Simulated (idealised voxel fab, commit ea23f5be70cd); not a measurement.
process module | voxel wiring stack
cross-section cut | 295 nm wide | cells 5 nm
A cross-section is a grid of square cells, given in bands from the top down. A band is one or more rows of cells.
Each band's line starts with the height of the band's top and of its bottom, in nm. Then come its materials from left to right, each with its width in nm. One material with "throughout" fills the band from edge to edge. "air" is empty space.
Height 0 is the level under which the wafer as received is all one material. The lowest band goes on downwards, as in "0 down".
A width such as "30 to 40" changes by the same amount from each row of cells to the next, from the band's top row to its bottom row.
"no change" after a step means that no cell of the cross-section changed.
closed voids: empty space of 8 cells or more with no open way to the top, each as width x height at its distance from the left edge, in nm
after a step's settings: what the simulator itself notes on the step
overlay nm, on a step with a mask: how far to the right of its planned place the mask lay; to the left if negative
Each pair below shows a cross-section before one step and the cross-section after it, down to the lowest band that changed. The line under each pair gives the step between them, with its settings. The pairs can come from different runs of this module on the same starting wafer, so a pair continues from the pair above only where its "before" says so.
before
  0 down: Si throughout
  closed voids: none
after
  15 to 0: SiO2 throughout
  below 0: unchanged
  closed voids: none
the step between: op CONFORMAL_DEP | material SiO2 | thk nm 15
before: the cross-section after the pair above
after
  20 to 15: SiN throughout
  below 15: unchanged
  closed voids: none
the step between: op CONFORMAL_DEP | material SiN | thk nm 5
before: the cross-section after the pair above
after
  35 to 20: lowk throughout
  below 20: unchanged
  closed voids: none
the step between: op DIRECTIONAL_DEP | material lowk | thk nm 15
before: the cross-section after the pair above
after
  50 to 35: resist 80 | air 25 | resist 30 | air 25 | resist 30 | air 25 | resist 80
  below 35: unchanged
  closed voids: none
the step between: op PATTERN | tone open | mask id METAL_1 | material resist | width nm 25 | pitch nm 55 | thk nm 15 | overlay nm 0
before: the cross-section after the pair above
after
  50 to 35: resist 80 | air 25 | resist 30 | air 25 | resist 30 | air 25 | resist 80
  35 to 20: lowk 80 | air 25 | lowk 30 | air 25 | lowk 30 | air 25 | lowk 80
  below 20: unchanged
  closed voids: none
the step between: op DIRECTIONAL_ETCH | etch materials lowk | depth nm 15
before: the cross-section after the pair above
after
  50 to 35: resist 80 | air 25 | resist 30 | air 25 | resist 30 | air 25 | resist 80
  35 to 20: lowk 80 | air 25 | lowk 30 | air 25 | lowk 30 | air 25 | lowk 80
  20 to 15: SiN 80 | air 25 | SiN 30 | air 25 | SiN 30 | air 25 | SiN 80
  below 15: unchanged
  closed voids: none
the step between: op DIRECTIONAL_ETCH | etch materials SiN | depth nm 5
before: the cross-section after the pair above
after
  35 to 20: lowk 80 | air 25 | lowk 30 | air 25 | lowk 30 | air 25 | lowk 80
  below 20: unchanged
  closed voids: none
the step between: op STRIP | etch materials resist
before: the cross-section after the pair above
after
  40 to 35: TiN 85 | air 15 | TiN 40 | air 15 | TiN 40 | air 15 | TiN 85
  35 to 20: lowk 80 | TiN 5 | air 15 | TiN 5 | lowk 30 | TiN 5 | air 15 | TiN 5 | lowk 30 | TiN 5 | air 15 | TiN 5 | lowk 80
  20 to 15: SiN 80 | TiN 25 | SiN 30 | TiN 25 | SiN 30 | TiN 25 | SiN 80
  below 15: unchanged
  closed voids: none
the step between: op CONFORMAL_DEP | material TiN | thk nm 5
before: the cross-section after the pair above
after
  50 to 40: Cu throughout
  40 to 35: TiN 85 | Cu 15 | TiN 40 | Cu 15 | TiN 40 | Cu 15 | TiN 85
  35 to 20: lowk 80 | TiN 5 | Cu 15 | TiN 5 | lowk 30 | TiN 5 | Cu 15 | TiN 5 | lowk 30 | TiN 5 | Cu 15 | TiN 5 | lowk 80
  below 20: unchanged
  closed voids: none
the step between: op FILL_DEP | material Cu | thk nm 10
before: the cross-section after the pair above
after
  35 to 20: lowk 80 | TiN 5 | Cu 15 | TiN 5 | lowk 30 | TiN 5 | Cu 15 | TiN 5 | lowk 30 | TiN 5 | Cu 15 | TiN 5 | lowk 80
  below 20: unchanged
  closed voids: none
the step between: op CMP | height nm 35
before: the cross-section after the pair above
after
  40 to 35: SiCN throughout
  below 35: unchanged
  closed voids: none
the step between: op CONFORMAL_DEP | material SiCN | thk nm 5
before: the cross-section after the pair above
after
  50 to 40: lowk throughout
  below 40: unchanged
  closed voids: none
the step between: op DIRECTIONAL_DEP | material lowk | thk nm 10
before: the cross-section after the pair above
after
  70 to 50: resist 80 | air 15 | resist 40 | air 15 | resist 40 | air 15 | resist 90
  below 50: unchanged
  closed voids: none
the step between: op PATTERN | tone open | mask id PLUG_1 | material resist | width nm 15 | pitch nm 55 | thk nm 20 | overlay nm 0
before: the cross-section after the pair above
after
  70 to 50: resist 80 | air 15 | resist 40 | air 15 | resist 40 | air 15 | resist 90
  50 to 40: lowk 80 | air 15 | lowk 40 | air 15 | lowk 40 | air 15 | lowk 90
  below 40: unchanged
  closed voids: none
the step between: op DIRECTIONAL_ETCH | etch materials lowk | depth nm 10
before: the cross-section after the pair above
after
  70 to 50: resist 80 | air 15 | resist 40 | air 15 | resist 40 | air 15 | resist 90
  50 to 40: lowk 80 | air 15 | lowk 40 | air 15 | lowk 40 | air 15 | lowk 90
  40 to 35: SiCN 80 | air 15 | SiCN 40 | air 15 | SiCN 40 | air 15 | SiCN 90
  below 35: unchanged
  closed voids: none
the step between: op DIRECTIONAL_ETCH | etch materials SiCN | depth nm 5
before: the cross-section after the pair above
after
  50 to 40: lowk 80 | air 15 | lowk 40 | air 15 | lowk 40 | air 15 | lowk 90
  below 40: unchanged
  closed voids: none
the step between: op STRIP | etch materials resist
before: the cross-section after the pair above
after
  50 to 45: lowk 80 | air 15 | lowk 40 | air 15 | lowk 40 | air 15 | lowk 90
  45 to 40: lowk 80 | Ru 15 | lowk 40 | Ru 15 | lowk 40 | Ru 15 | lowk 90
  40 to 35: SiCN 80 | Ru 15 | SiCN 40 | Ru 15 | SiCN 40 | Ru 15 | SiCN 90
  below 35: unchanged
  closed voids: none
the step between: op EPI | material Ru | thk nm 10
before: the cross-section after the pair above
after
  50 to 40: lowk 80 | Ru 15 | lowk 40 | Ru 15 | lowk 40 | Ru 15 | lowk 90
  below 40: unchanged
  closed voids: none
the step between: op EPI | material Ru | thk nm 5
before: the cross-section after the pair above
after
  55 to 50: SiCN throughout
  below 50: unchanged
  closed voids: none
the step between: op CONFORMAL_DEP | material SiCN | thk nm 5
before: the cross-section after the pair above
after
  80 to 55: SiO2 throughout
  below 55: unchanged
  closed voids: none
the step between: op DIRECTIONAL_DEP | material SiO2 | thk nm 25
before: the cross-section after the pair above
after
  95 to 80: resist 80 | air 25 | resist 30 | air 25 | resist 30 | air 25 | resist 80
  below 80: unchanged
  closed voids: none
the step between: op PATTERN | tone open | mask id METAL_2 | material resist | width nm 25 | pitch nm 55 | thk nm 15 | overlay nm 0
before: the cross-section after the pair above
after
  95 to 80: resist 80 | air 25 | resist 30 | air 25 | resist 30 | air 25 | resist 80
  80 to 55: SiO2 80 | air 25 | SiO2 30 | air 25 | SiO2 30 | air 25 | SiO2 80
  below 55: unchanged
  closed voids: none
the step between: op DIRECTIONAL_ETCH | etch materials SiO2 | depth nm 25
before: the cross-section after the pair above
after
  95 to 80: resist 80 | air 25 | resist 30 | air 25 | resist 30 | air 25 | resist 80
  80 to 55: SiO2 80 | air 25 | SiO2 30 | air 25 | SiO2 30 | air 25 | SiO2 80
  55 to 50: SiCN 80 | air 25 | SiCN 30 | air 25 | SiCN 30 | air 25 | SiCN 80
  below 50: unchanged
  closed voids: none
the step between: op DIRECTIONAL_ETCH | etch materials SiCN | depth nm 5
before: the cross-section after the pair above
after
  80 to 55: SiO2 80 | air 25 | SiO2 30 | air 25 | SiO2 30 | air 25 | SiO2 80
  below 55: unchanged
  closed voids: none
the step between: op STRIP | etch materials resist
before: the cross-section after the pair above
after
  85 to 80: TiN 85 | air 15 | TiN 40 | air 15 | TiN 40 | air 15 | TiN 85
  80 to 55: SiO2 80 | TiN 5 | air 15 | TiN 5 | SiO2 30 | TiN 5 | air 15 | TiN 5 | SiO2 30 | TiN 5 | air 15 | TiN 5 | SiO2 80
  55 to 50: SiCN 80 | TiN 25 | SiCN 30 | TiN 25 | SiCN 30 | TiN 25 | SiCN 80
  below 50: unchanged
  closed voids: none
the step between: op CONFORMAL_DEP | material TiN | thk nm 5
before: the cross-section after the pair above
after
  90 to 85: Ru throughout
  85 to 80: TiN 85 | Ru 15 | TiN 40 | Ru 15 | TiN 40 | Ru 15 | TiN 85
  80 to 55: SiO2 80 | TiN 5 | Ru 15 | TiN 5 | SiO2 30 | TiN 5 | Ru 15 | TiN 5 | SiO2 30 | TiN 5 | Ru 15 | TiN 5 | SiO2 80
  below 55: unchanged
  closed voids: none
the step between: op FILL_DEP | material Ru | thk nm 5
before: the cross-section after the pair above
after
  80 to 55: SiO2 80 | TiN 5 | Ru 15 | TiN 5 | SiO2 30 | TiN 5 | Ru 15 | TiN 5 | SiO2 30 | TiN 5 | Ru 15 | TiN 5 | SiO2 80
  below 55: unchanged
  closed voids: none
the step between: op CMP | height nm 80
before: the cross-section after the pair above
after
  85 to 80: SiCN throughout
  below 80: unchanged
  closed voids: none
the step between: op CONFORMAL_DEP | material SiCN | thk nm 5
before: the cross-section after the pair above
after
  105 to 85: SiO2 throughout
  below 85: unchanged
  closed voids: none
the step between: op DIRECTIONAL_DEP | material SiO2 | thk nm 20
before: the cross-section after the pair above
after
  105 to 85: SiO2 80 | air 15 | SiO2 95 | air 15 | SiO2 90
  below 85: unchanged
  closed voids: none
the step between: op MASKED_ETCH | tone open | mask id PLUG_2 | width nm 15 | pitch nm 110 | etch materials SiO2 | depth nm 20 | overlay nm 0
before: the cross-section after the pair above
after
  105 to 85: SiO2 80 | air 15 | SiO2 95 | air 15 | SiO2 90
  85 to 80: SiCN 80 | air 15 | SiCN 95 | air 15 | SiCN 90
  below 80: unchanged
  closed voids: none
the step between: op MASKED_ETCH | tone open | mask id PLUG_2 | width nm 15 | pitch nm 110 | etch materials SiCN | depth nm 5 | overlay nm 0
before: the cross-section after the pair above
after
  105 to 90: SiO2 80 | air 15 | SiO2 95 | air 15 | SiO2 90
  90 to 85: SiO2 80 | Ru 15 | SiO2 95 | Ru 15 | SiO2 90
  85 to 80: SiCN 80 | Ru 15 | SiCN 95 | Ru 15 | SiCN 90
  below 80: unchanged
  closed voids: none
the step between: op EPI | material Ru | thk nm 10
before: the cross-section after the pair above
after
  105 to 100: SiO2 80 | air 15 | SiO2 95 | air 15 | SiO2 90
  100 to 85: SiO2 80 | Ru 15 | SiO2 95 | Ru 15 | SiO2 90
  below 85: unchanged
  closed voids: none
the step between: op EPI | material Ru | thk nm 10
before: the cross-section after the pair above
after
  105 to 85: SiO2 80 | Ru 15 | SiO2 95 | Ru 15 | SiO2 90
  below 85: unchanged
  closed voids: none
the step between: op EPI | material Ru | thk nm 5
before: the cross-section after the pair above
after
  110 to 105: SiCN throughout
  below 105: unchanged
  closed voids: none
the step between: op CONFORMAL_DEP | material SiCN | thk nm 5
before: the cross-section after the pair above
after
  130 to 110: lowk throughout
  below 110: unchanged
  closed voids: none
the step between: op DIRECTIONAL_DEP | material lowk | thk nm 20
before: the cross-section after the pair above
after
  130 to 110: lowk 80 | air 25 | lowk 30 | air 25 | lowk 30 | air 25 | lowk 80
  below 110: unchanged
  closed voids: none
the step between: op MASKED_ETCH | tone open | mask id METAL_3 | width nm 25 | pitch nm 55 | etch materials lowk | depth nm 20 | overlay nm 0
before: the cross-section after the pair above
after
  130 to 110: lowk 80 | air 25 | lowk 30 | air 25 | lowk 30 | air 25 | lowk 80
  110 to 105: SiCN 80 | air 25 | SiCN 30 | air 25 | SiCN 30 | air 25 | SiCN 80
  below 105: unchanged
  closed voids: none
the step between: op MASKED_ETCH | tone open | mask id METAL_3 | width nm 25 | pitch nm 55 | etch materials SiCN | depth nm 5 | overlay nm 0
before: the cross-section after the pair above
after
  135 to 130: TiN 85 | air 15 | TiN 40 | air 15 | TiN 40 | air 15 | TiN 85
  130 to 110: lowk 80 | TiN 5 | air 15 | TiN 5 | lowk 30 | TiN 5 | air 15 | TiN 5 | lowk 30 | TiN 5 | air 15 | TiN 5 | lowk 80
  110 to 105: SiCN 80 | TiN 25 | SiCN 30 | TiN 25 | SiCN 30 | TiN 25 | SiCN 80
  below 105: unchanged
  closed voids: none
the step between: op CONFORMAL_DEP | material TiN | thk nm 5
before: the cross-section after the pair above
after
  145 to 135: W throughout
  135 to 130: TiN 85 | W 15 | TiN 40 | W 15 | TiN 40 | W 15 | TiN 85
  130 to 110: lowk 80 | TiN 5 | W 15 | TiN 5 | lowk 30 | TiN 5 | W 15 | TiN 5 | lowk 30 | TiN 5 | W 15 | TiN 5 | lowk 80
  below 110: unchanged
  closed voids: none
the step between: op FILL_DEP | material W | thk nm 10
before: the cross-section after the pair above
after
  130 to 110: lowk 80 | TiN 5 | W 15 | TiN 5 | lowk 30 | TiN 5 | W 15 | TiN 5 | lowk 30 | TiN 5 | W 15 | TiN 5 | lowk 80
  below 110: unchanged
  closed voids: none
the step between: op CMP | height nm 130
before: the cross-section after the pair above
after
  135 to 130: SiCN throughout
  below 130: unchanged
  closed voids: none
the step between: op CONFORMAL_DEP | material SiCN | thk nm 5
before: the cross-section after the pair above
after
  170 to 135: SiO2 throughout
  below 135: unchanged
  closed voids: none
the step between: op DIRECTIONAL_DEP | material SiO2 | thk nm 35
before: the cross-section after the pair above
after
  170 to 135: SiO2 80 | air 15 | SiO2 40 | air 15 | SiO2 40 | air 15 | SiO2 90
  below 135: unchanged
  closed voids: none
the step between: op MASKED_ETCH | tone open | mask id METAL_4_HOLES | width nm 15 | pitch nm 55 | etch materials SiO2 | depth nm 35 | overlay nm 0
before: the cross-section after the pair above
after
  190 to 170: resist 80 | air 25 | resist 30 | air 25 | resist 30 | air 25 | resist 80
  below 170: unchanged
  closed voids: none
the step between: op PATTERN | tone open | mask id METAL_4 | material resist | width nm 25 | pitch nm 55 | thk nm 20 | overlay nm 0
before: the cross-section after the pair above
after
  190 to 170: resist 80 | air 25 | resist 30 | air 25 | resist 30 | air 25 | resist 80
  170 to 150: SiO2 80 | air 25 | SiO2 30 | air 25 | SiO2 30 | air 25 | SiO2 80
  below 150: unchanged
  closed voids: none
the step between: op DIRECTIONAL_ETCH | etch materials SiO2 | depth nm 20
before: the cross-section after the pair above
after
  190 to 170: resist 80 | air 25 | resist 30 | air 25 | resist 30 | air 25 | resist 80
  170 to 150: SiO2 80 | air 25 | SiO2 30 | air 25 | SiO2 30 | air 25 | SiO2 80
  150 to 135: SiO2 80 | air 15 | SiO2 40 | air 15 | SiO2 40 | air 15 | SiO2 90
  135 to 130: SiCN 80 | air 15 | SiCN 40 | air 15 | SiCN 40 | air 15 | SiCN 90
  below 130: unchanged
  closed voids: none
the step between: op DIRECTIONAL_ETCH | etch materials SiCN | depth nm 5
before: the cross-section after the pair above
after
  170 to 150: SiO2 80 | air 25 | SiO2 30 | air 25 | SiO2 30 | air 25 | SiO2 80
  below 150: unchanged
  closed voids: none
the step between: op STRIP | etch materials resist
before: the cross-section after the pair above
after
  175 to 170: TiN 85 | air 15 | TiN 40 | air 15 | TiN 40 | air 15 | TiN 85
  170 to 155: SiO2 80 | TiN 5 | air 15 | TiN 5 | SiO2 30 | TiN 5 | air 15 | TiN 5 | SiO2 30 | TiN 5 | air 15 | TiN 5 | SiO2 80
  155 to 150: SiO2 80 | TiN 5 | air 5 | TiN 15 | SiO2 30 | TiN 5 | air 5 | TiN 15 | SiO2 30 | TiN 5 | air 5 | TiN 15 | SiO2 80
  150 to 135: SiO2 80 | TiN 5 | air 5 | TiN 5 | SiO2 40 | TiN 5 | air 5 | TiN 5 | SiO2 40 | TiN 5 | air 5 | TiN 5 | SiO2 90
  135 to 130: SiCN 80 | TiN 15 | SiCN 40 | TiN 15 | SiCN 40 | TiN 15 | SiCN 90
  below 130: unchanged
  closed voids: none
the step between: op CONFORMAL_DEP | material TiN | thk nm 5
before: the cross-section after the pair above
after
  185 to 175: Ru throughout
  175 to 170: TiN 85 | Ru 15 | TiN 40 | Ru 15 | TiN 40 | Ru 15 | TiN 85
  170 to 155: SiO2 80 | TiN 5 | Ru 15 | TiN 5 | SiO2 30 | TiN 5 | Ru 15 | TiN 5 | SiO2 30 | TiN 5 | Ru 15 | TiN 5 | SiO2 80
  155 to 150: SiO2 80 | TiN 5 | Ru 5 | TiN 15 | SiO2 30 | TiN 5 | Ru 5 | TiN 15 | SiO2 30 | TiN 5 | Ru 5 | TiN 15 | SiO2 80
  150 to 135: SiO2 80 | TiN 5 | Ru 5 | TiN 5 | SiO2 40 | TiN 5 | Ru 5 | TiN 5 | SiO2 40 | TiN 5 | Ru 5 | TiN 5 | SiO2 90
  below 135: unchanged
  closed voids: none
the step between: op FILL_DEP | material Ru | thk nm 10
before: the cross-section after the pair above
after
  170 to 155: SiO2 80 | TiN 5 | Ru 15 | TiN 5 | SiO2 30 | TiN 5 | Ru 15 | TiN 5 | SiO2 30 | TiN 5 | Ru 15 | TiN 5 | SiO2 80
  below 155: unchanged
  closed voids: none
the step between: op CMP | height nm 170
before: the cross-section after the pair above
after
  175 to 170: SiCN throughout
  below 170: unchanged
  closed voids: none
the step between: op CONFORMAL_DEP | material SiCN | thk nm 5
before
  15 to 0: SiO2 throughout
  0 down: Si throughout
  closed voids: none
after
  30 to 15: lowk throughout
  below 15: unchanged
  closed voids: none
the step between: op DIRECTIONAL_DEP | material lowk | thk nm 15
before: the cross-section after the pair above
after
  45 to 30: resist 80 | air 25 | resist 30 | air 25 | resist 30 | air 25 | resist 80
  below 30: unchanged
  closed voids: none
the step between: op PATTERN | tone open | mask id METAL_1 | material resist | width nm 25 | pitch nm 55 | thk nm 15 | overlay nm 0
before: the cross-section after the pair above
after
  45 to 30: resist 80 | air 25 | resist 30 | air 25 | resist 30 | air 25 | resist 80
  30 to 15: lowk 80 | air 25 | lowk 30 | air 25 | lowk 30 | air 25 | lowk 80
  below 15: unchanged
  closed voids: none
the step between: op DIRECTIONAL_ETCH | etch materials lowk | depth nm 15
before: the cross-section after the pair above
after
  30 to 15: lowk 80 | air 25 | lowk 30 | air 25 | lowk 30 | air 25 | lowk 80
  below 15: unchanged
  closed voids: none
the step between: op STRIP | etch materials resist
before: the cross-section after the pair above
after
  35 to 30: TiN 85 | air 15 | TiN 40 | air 15 | TiN 40 | air 15 | TiN 85
  30 to 20: lowk 80 | TiN 5 | air 15 | TiN 5 | lowk 30 | TiN 5 | air 15 | TiN 5 | lowk 30 | TiN 5 | air 15 | TiN 5 | lowk 80
  20 to 15: lowk 80 | TiN 25 | lowk 30 | TiN 25 | lowk 30 | TiN 25 | lowk 80
  below 15: unchanged
  closed voids: none
the step between: op CONFORMAL_DEP | material TiN | thk nm 5
before: the cross-section after the pair above
after
  45 to 35: Cu throughout
  35 to 30: TiN 85 | Cu 15 | TiN 40 | Cu 15 | TiN 40 | Cu 15 | TiN 85
  30 to 20: lowk 80 | TiN 5 | Cu 15 | TiN 5 | lowk 30 | TiN 5 | Cu 15 | TiN 5 | lowk 30 | TiN 5 | Cu 15 | TiN 5 | lowk 80
  below 20: unchanged
  closed voids: none
the step between: op FILL_DEP | material Cu | thk nm 10
before: the cross-section after the pair above
after
  35 to 30: TiN 85 | Cu 15 | TiN 40 | Cu 15 | TiN 40 | Cu 15 | TiN 85
  below 30: unchanged
  closed voids: none
the step between: op CMP | height nm 35
before: the cross-section after the pair above
after
  40 to 35: SiCN throughout
  below 35: unchanged
  closed voids: none
the step between: op CONFORMAL_DEP | material SiCN | thk nm 5
before: the cross-section after the pair above
after
  50 to 40: lowk throughout
  below 40: unchanged
  closed voids: none
the step between: op DIRECTIONAL_DEP | material lowk | thk nm 10
before: the cross-section after the pair above
after
  70 to 50: resist 80 | air 15 | resist 40 | air 15 | resist 40 | air 15 | resist 90
  below 50: unchanged
  closed voids: none
the step between: op PATTERN | tone open | mask id PLUG_1 | material resist | width nm 15 | pitch nm 55 | thk nm 20 | overlay nm 0
before: the cross-section after the pair above
after
  70 to 50: resist 80 | air 15 | resist 40 | air 15 | resist 40 | air 15 | resist 90
  50 to 40: lowk 80 | air 15 | lowk 40 | air 15 | lowk 40 | air 15 | lowk 90
  below 40: unchanged
  closed voids: none
the step between: op DIRECTIONAL_ETCH | etch materials lowk | depth nm 10
before: the cross-section after the pair above
after
  70 to 50: resist 80 | air 15 | resist 40 | air 15 | resist 40 | air 15 | resist 90
  50 to 40: lowk 80 | air 15 | lowk 40 | air 15 | lowk 40 | air 15 | lowk 90
  40 to 35: SiCN 80 | air 15 | SiCN 40 | air 15 | SiCN 40 | air 15 | SiCN 90
  below 35: unchanged
  closed voids: none
the step between: op DIRECTIONAL_ETCH | etch materials SiCN | depth nm 5
before: the cross-section after the pair above
after
  50 to 40: lowk 80 | air 15 | lowk 40 | air 15 | lowk 40 | air 15 | lowk 90
  below 40: unchanged
  closed voids: none
the step between: op STRIP | etch materials resist
before: the cross-section after the pair above
after
  50 to 45: lowk 80 | air 15 | lowk 40 | air 15 | lowk 40 | air 15 | lowk 90
  45 to 40: lowk 80 | Ru 15 | lowk 40 | Ru 15 | lowk 40 | Ru 15 | lowk 90
  40 to 35: SiCN 80 | Ru 15 | SiCN 40 | Ru 15 | SiCN 40 | Ru 15 | SiCN 90
  below 35: unchanged
  closed voids: none
the step between: op EPI | material Ru | thk nm 10
before: the cross-section after the pair above
after
  50 to 40: lowk 80 | Ru 15 | lowk 40 | Ru 15 | lowk 40 | Ru 15 | lowk 90
  below 40: unchanged
  closed voids: none
the step between: op EPI | material Ru | thk nm 5
before: the cross-section after the pair above
after
  55 to 50: SiCN throughout
  below 50: unchanged
  closed voids: none
the step between: op CONFORMAL_DEP | material SiCN | thk nm 5
before: the cross-section after the pair above
after
  80 to 55: SiO2 throughout
  below 55: unchanged
  closed voids: none
the step between: op DIRECTIONAL_DEP | material SiO2 | thk nm 25
before: the cross-section after the pair above
after
  95 to 80: resist 80 | air 25 | resist 30 | air 25 | resist 30 | air 25 | resist 80
  below 80: unchanged
  closed voids: none
the step between: op PATTERN | tone open | mask id METAL_2 | material resist | width nm 25 | pitch nm 55 | thk nm 15 | overlay nm 0
before: the cross-section after the pair above
after
  95 to 80: resist 80 | air 25 | resist 30 | air 25 | resist 30 | air 25 | resist 80
  80 to 55: SiO2 80 | air 25 | SiO2 30 | air 25 | SiO2 30 | air 25 | SiO2 80
  below 55: unchanged
  closed voids: none
the step between: op DIRECTIONAL_ETCH | etch materials SiO2 | depth nm 25
before: the cross-section after the pair above
after
  95 to 80: resist 80 | air 25 | resist 30 | air 25 | resist 30 | air 25 | resist 80
  80 to 55: SiO2 80 | air 25 | SiO2 30 | air 25 | SiO2 30 | air 25 | SiO2 80
  55 to 50: SiCN 80 | air 25 | SiCN 30 | air 25 | SiCN 30 | air 25 | SiCN 80
  below 50: unchanged
  closed voids: none
the step between: op DIRECTIONAL_ETCH | etch materials SiCN | depth nm 5
before: the cross-section after the pair above
after
  80 to 55: SiO2 80 | air 25 | SiO2 30 | air 25 | SiO2 30 | air 25 | SiO2 80
  below 55: unchanged
  closed voids: none
the step between: op STRIP | etch materials resist
before: the cross-section after the pair above
after
  85 to 80: TiN 85 | air 15 | TiN 40 | air 15 | TiN 40 | air 15 | TiN 85
  80 to 55: SiO2 80 | TiN 5 | air 15 | TiN 5 | SiO2 30 | TiN 5 | air 15 | TiN 5 | SiO2 30 | TiN 5 | air 15 | TiN 5 | SiO2 80
  55 to 50: SiCN 80 | TiN 25 | SiCN 30 | TiN 25 | SiCN 30 | TiN 25 | SiCN 80
  below 50: unchanged
  closed voids: none
the step between: op CONFORMAL_DEP | material TiN | thk nm 5
before: the cross-section after the pair above
after
  90 to 85: Ru throughout
  85 to 80: TiN 85 | Ru 15 | TiN 40 | Ru 15 | TiN 40 | Ru 15 | TiN 85
  80 to 55: SiO2 80 | TiN 5 | Ru 15 | TiN 5 | SiO2 30 | TiN 5 | Ru 15 | TiN 5 | SiO2 30 | TiN 5 | Ru 15 | TiN 5 | SiO2 80
  below 55: unchanged
  closed voids: none
the step between: op FILL_DEP | material Ru | thk nm 5
before: the cross-section after the pair above
after
  80 to 55: SiO2 80 | TiN 5 | Ru 15 | TiN 5 | SiO2 30 | TiN 5 | Ru 15 | TiN 5 | SiO2 30 | TiN 5 | Ru 15 | TiN 5 | SiO2 80
  below 55: unchanged
  closed voids: none
the step between: op CMP | height nm 80
before: the cross-section after the pair above
after
  85 to 80: SiCN throughout
  below 80: unchanged
  closed voids: none
the step between: op CONFORMAL_DEP | material SiCN | thk nm 5
before: the cross-section after the pair above
after
  105 to 85: SiO2 throughout
  below 85: unchanged
  closed voids: none
the step between: op DIRECTIONAL_DEP | material SiO2 | thk nm 20
before: the cross-section after the pair above
after
  105 to 85: SiO2 80 | air 15 | SiO2 95 | air 15 | SiO2 90
  below 85: unchanged
  closed voids: none
the step between: op MASKED_ETCH | tone open | mask id PLUG_2 | width nm 15 | pitch nm 110 | etch materials SiO2 | depth nm 20 | overlay nm 0
before: the cross-section after the pair above
after
  105 to 85: SiO2 80 | air 15 | SiO2 95 | air 15 | SiO2 90
  85 to 80: SiCN 80 | air 15 | SiCN 95 | air 15 | SiCN 90
  below 80: unchanged
  closed voids: none
the step between: op MASKED_ETCH | tone open | mask id PLUG_2 | width nm 15 | pitch nm 110 | etch materials SiCN | depth nm 5 | overlay nm 0
before: the cross-section after the pair above
after
  105 to 90: SiO2 80 | air 15 | SiO2 95 | air 15 | SiO2 90
  90 to 85: SiO2 80 | Ru 15 | SiO2 95 | Ru 15 | SiO2 90
  85 to 80: SiCN 80 | Ru 15 | SiCN 95 | Ru 15 | SiCN 90
  below 80: unchanged
  closed voids: none
the step between: op EPI | material Ru | thk nm 10
before: the cross-section after the pair above
after
  105 to 100: SiO2 80 | air 15 | SiO2 95 | air 15 | SiO2 90
  100 to 85: SiO2 80 | Ru 15 | SiO2 95 | Ru 15 | SiO2 90
  below 85: unchanged
  closed voids: none
the step between: op EPI | material Ru | thk nm 10
before: the cross-section after the pair above
after
  105 to 85: SiO2 80 | Ru 15 | SiO2 95 | Ru 15 | SiO2 90
  below 85: unchanged
  closed voids: none
the step between: op EPI | material Ru | thk nm 5
before: the cross-section after the pair above
after
  110 to 105: SiCN throughout
  below 105: unchanged
  closed voids: none
the step between: op CONFORMAL_DEP | material SiCN | thk nm 5
before: the cross-section after the pair above
after
  130 to 110: lowk throughout
  below 110: unchanged
  closed voids: none
the step between: op DIRECTIONAL_DEP | material lowk | thk nm 20
before: the cross-section after the pair above
after
  130 to 110: lowk 80 | air 25 | lowk 30 | air 25 | lowk 30 | air 25 | lowk 80
  below 110: unchanged
  closed voids: none
the step between: op MASKED_ETCH | tone open | mask id METAL_3 | width nm 25 | pitch nm 55 | etch materials lowk | depth nm 20 | overlay nm 0
before: the cross-section after the pair above
after
  130 to 110: lowk 80 | air 25 | lowk 30 | air 25 | lowk 30 | air 25 | lowk 80
  110 to 105: SiCN 80 | air 25 | SiCN 30 | air 25 | SiCN 30 | air 25 | SiCN 80
  below 105: unchanged
  closed voids: none
the step between: op MASKED_ETCH | tone open | mask id METAL_3 | width nm 25 | pitch nm 55 | etch materials SiCN | depth nm 5 | overlay nm 0
before: the cross-section after the pair above
after
  135 to 130: TiN 85 | air 15 | TiN 40 | air 15 | TiN 40 | air 15 | TiN 85
  130 to 110: lowk 80 | TiN 5 | air 15 | TiN 5 | lowk 30 | TiN 5 | air 15 | TiN 5 | lowk 30 | TiN 5 | air 15 | TiN 5 | lowk 80
  110 to 105: SiCN 80 | TiN 25 | SiCN 30 | TiN 25 | SiCN 30 | TiN 25 | SiCN 80
  below 105: unchanged
  closed voids: none
the step between: op CONFORMAL_DEP | material TiN | thk nm 5
before: the cross-section after the pair above
after
  145 to 135: W throughout
  135 to 130: TiN 85 | W 15 | TiN 40 | W 15 | TiN 40 | W 15 | TiN 85
  130 to 110: lowk 80 | TiN 5 | W 15 | TiN 5 | lowk 30 | TiN 5 | W 15 | TiN 5 | lowk 30 | TiN 5 | W 15 | TiN 5 | lowk 80
  below 110: unchanged
  closed voids: none
the step between: op FILL_DEP | material W | thk nm 10
before: the cross-section after the pair above
after
  130 to 110: lowk 80 | TiN 5 | W 15 | TiN 5 | lowk 30 | TiN 5 | W 15 | TiN 5 | lowk 30 | TiN 5 | W 15 | TiN 5 | lowk 80
  below 110: unchanged
  closed voids: none
the step between: op CMP | height nm 130
before: the cross-section after the pair above
after
  135 to 130: SiCN throughout
  below 130: unchanged
  closed voids: none
the step between: op CONFORMAL_DEP | material SiCN | thk nm 5
before: the cross-section after the pair above
after
  170 to 135: SiO2 throughout
  below 135: unchanged
  closed voids: none
the step between: op DIRECTIONAL_DEP | material SiO2 | thk nm 35
before: the cross-section after the pair above
after
  170 to 135: SiO2 80 | air 15 | SiO2 40 | air 15 | SiO2 40 | air 15 | SiO2 90
  below 135: unchanged
  closed voids: none
the step between: op MASKED_ETCH | tone open | mask id METAL_4_HOLES | width nm 15 | pitch nm 55 | etch materials SiO2 | depth nm 35 | overlay nm 0
before: the cross-section after the pair above
after
  190 to 170: resist 80 | air 25 | resist 30 | air 25 | resist 30 | air 25 | resist 80
  below 170: unchanged
  closed voids: none
the step between: op PATTERN | tone open | mask id METAL_4 | material resist | width nm 25 | pitch nm 55 | thk nm 20 | overlay nm 0
before: the cross-section after the pair above
after
  190 to 170: resist 80 | air 25 | resist 30 | air 25 | resist 30 | air 25 | resist 80
  170 to 150: SiO2 80 | air 25 | SiO2 30 | air 25 | SiO2 30 | air 25 | SiO2 80
  below 150: unchanged
  closed voids: none
the step between: op DIRECTIONAL_ETCH | etch materials SiO2 | depth nm 20
before: the cross-section after the pair above
after
  190 to 170: resist 80 | air 25 | resist 30 | air 25 | resist 30 | air 25 | resist 80
  170 to 150: SiO2 80 | air 25 | SiO2 30 | air 25 | SiO2 30 | air 25 | SiO2 80
  150 to 135: SiO2 80 | air 15 | SiO2 40 | air 15 | SiO2 40 | air 15 | SiO2 90
  135 to 130: SiCN 80 | air 15 | SiCN 40 | air 15 | SiCN 40 | air 15 | SiCN 90
  below 130: unchanged
  closed voids: none
the step between: op DIRECTIONAL_ETCH | etch materials SiCN | depth nm 5
before: the cross-section after the pair above
after
  170 to 150: SiO2 80 | air 25 | SiO2 30 | air 25 | SiO2 30 | air 25 | SiO2 80
  below 150: unchanged
  closed voids: none
the step between: op STRIP | etch materials resist
